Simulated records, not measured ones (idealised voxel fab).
Title: Process Module voxel gate over fins
The figure presents cross-section cut, which has a width of 205 nm and is divided into square cells with an edge length of 5 nm.
Cross-section layout: square cells on a grid; listed as bands, top to bottom; a band spans one or more cell rows.
Look at the band entry: it leads with the top's height and the bottom's height in nm. Then it lists the materials left to right, with a width in nm for each. The word "full width" on a single material says that material fills the band edge to edge. The word "empty" is empty space.
Where do heights start? At 0: under that level the wafer as delivered is made of one material only. And the lowest band has no floor; it just carries on downward, as in "top 0, no bottom".
Note: "30->40" means the width goes from the first number (top row of the band) to the second number (bottom row) in equal steps per row of cells.
No cell of the cross-section changed in a step that is given as "remained unchanged".
The entry "Sealed cavities" lists the empty spaces that cover at least 8 cells and have no open path to the top. Each is written as width x height at distance, where the distance is measured from the left edge and all three values are in nm.
Text after the settings on a step's line: the simulator's own remark on that step.
When a step includes a mask, the "overlay nm" setting on its line states how far to the right of its planned place that mask lay, and negative values state how far to the left.
-- plan
- 1: RECEIVE (material Si)
- 2: CONFORMAL_DEP (material SiN; thk nm 10)
- 3: DIRECTIONAL_DEP (material aC; thk nm 10)
- 4: PATTERN (tone cover; mask id FINS; material resist; width nm 15; pitch nm 40; thk nm 25; overlay nm 0)
- 5: DIRECTIONAL_ETCH (etch materials aC; depth nm 10)
- 6: STRIP (etch materials resist)
- 7: DIRECTIONAL_ETCH (etch materials SiN; depth nm 10)
- 8: DIRECTIONAL_ETCH (etch materials Si; depth nm 40)
- 9: STRIP (etch materials aC)
- 10: OXIDIZE (depth nm 5)
- 11: FILL_DEP (material SiO2; thk nm 15)
- 12: CMP (height nm 10)
- 13: SELECTIVE_ETCH (etch materials SiO2; depth nm 20)
- 14: STRIP (etch materials SiN)
- 15: CONFORMAL_DEP (material HfO2; thk nm 5)
- 16: CONFORMAL_DEP (material TiN; thk nm 5)
- 17: FILL_DEP (material W; thk nm 10)
- 18: CMP (height nm 15)
- 19: CONFORMAL_DEP (material SiCN; thk nm 5)
-- Here's what the wafer looked like in cross-section when it arrived - that's after step 1
  top 0, no bottom = Si full width
  Sealed cavities: none
-- Result of the module, cross-sectioned: start per above, plan per above, one error in how it was run
  top 20, bottom 15 = SiCN full width
  top 15, bottom 10 = W full width
  top 10, bottom 5 = W: 30, then HfO2: 25, then W: 15, then HfO2: 25, then W: 15, then HfO2: 25, then W: 15, then HfO2: 25, then W: 30
  top 5, bottom 0 = W: 30, then HfO2: 5, then TiN: 15, then HfO2: 5, then W: 15, then HfO2: 5, then TiN: 15, then HfO2: 5, then W: 15, then HfO2: 5, then TiN: 15, then HfO2: 5, then W: 15, then HfO2: 5, then TiN: 15, then HfO2: 5, then W: 30
  top 0, bottom -5 = HfO2: 35, then TiN: 5, then Si: 5, then TiN: 5, then HfO2: 25, then TiN: 5, then Si: 5, then TiN: 5, then HfO2: 25, then TiN: 5, then Si: 5, then TiN: 5, then HfO2: 25, then TiN: 5, then Si: 5, then TiN: 5, then HfO2: 35
  top -5, bottom -10 = TiN: 40, then Si: 5, then TiN: 35, then Si: 5, then TiN: 35, then Si: 5, then TiN: 35, then Si: 5, then TiN: 40
  top -10, bottom -45 = SiO2: 40, then Si: 5, then SiO2: 35, then Si: 5, then SiO2: 35, then Si: 5, then SiO2: 35, then Si: 5, then SiO2: 40
  top -45, no bottom = Si full width
  Sealed cavities: none
Run error: ran 15 and 16 in swapped order versus the plan
